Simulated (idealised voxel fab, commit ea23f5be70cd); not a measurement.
Process module under the name voxel lift off
Cross-section cut spans 250 nm and uses square cells 5 nm in size.
Each cross-section below is a grid of square cells, stated as bands in top-down order, with one or more rows of cells making up each band.
A band entry consists of two parts. The first gives the height of the band's top and the height of its bottom, in nm. The rest lists the band's materials from left to right, each with its width in nm. A single material labelled with the word "edge to edge" fills the band from edge to edge, and the word "air" marks empty space.
Ref level 0: as-received wafer is one material below here. Bottom band extends down with no lower bound ("0 nm and below").
It should be noted that a width expressed as "30->40" varies in equal increments from row to row of cells within the band, taking the value of the first number at the top row and that of the second number at the bottom row.
It should be understood that the words "no alterations made", when stated for a given step, signify that the cross-section underwent no change in any of its cells during that step.
Any empty space of 8 cells or more lacking an open way to the top shows up in "Enclosed voids" as width x height at distance, distance from the left edge, in nm.
If you see something after the settings on a step's line, that's the simulator's own remark about that step.
overlay nm: right-of-plan distance of the mask on a masked step; negative values mean left-of-plan.
**The following list gives the planned process steps**
1: RECEIVE (material Si)
2: CONFORMAL_DEP (material SiN; thk nm 15)
3: PATTERN (tone open; mask id LINES; material resist; width nm 30; pitch nm 50; thk nm 25; overlay nm -15)
4: DIRECTIONAL_DEP (material Ru; thk nm 15)
5: STRIP (etch materials resist)
6: CONFORMAL_DEP (material SiCN; thk nm 10)
All wafers enter the flow in the same state. The overlay nm at step 3 differs from wafer to wafer, and the plan gives the value for the first wafer.
**As-received cross-section, first of several wafers, post step 1**
  0 nm and below = Si edge to edge
  Enclosed voids: none
**Here is how to read the rows: every wafer has a row, and it shows the wafer at the end of the module, giving for each material how many cells were gained (+) or lost (-) since the wafer was received, then listing its closed voids**
overlay nm -15 | +72 Ru | +148 SiCN | +150 SiN | Enclosed voids: none
overlay nm -10 | +72 Ru | +148 SiCN | +150 SiN | Enclosed voids: none
overlay nm -5 | +72 Ru | +148 SiCN | +150 SiN | Enclosed voids: none
overlay nm 0 | +72 Ru | +148 SiCN | +150 SiN | Enclosed voids: none
overlay nm 5 | +72 Ru | +148 SiCN | +150 SiN | Enclosed voids: none
overlay nm 10 | +72 Ru | +148 SiCN | +150 SiN | Enclosed voids: none
overlay nm 15 | +72 Ru | +148 SiCN | +150 SiN | Enclosed voids: none
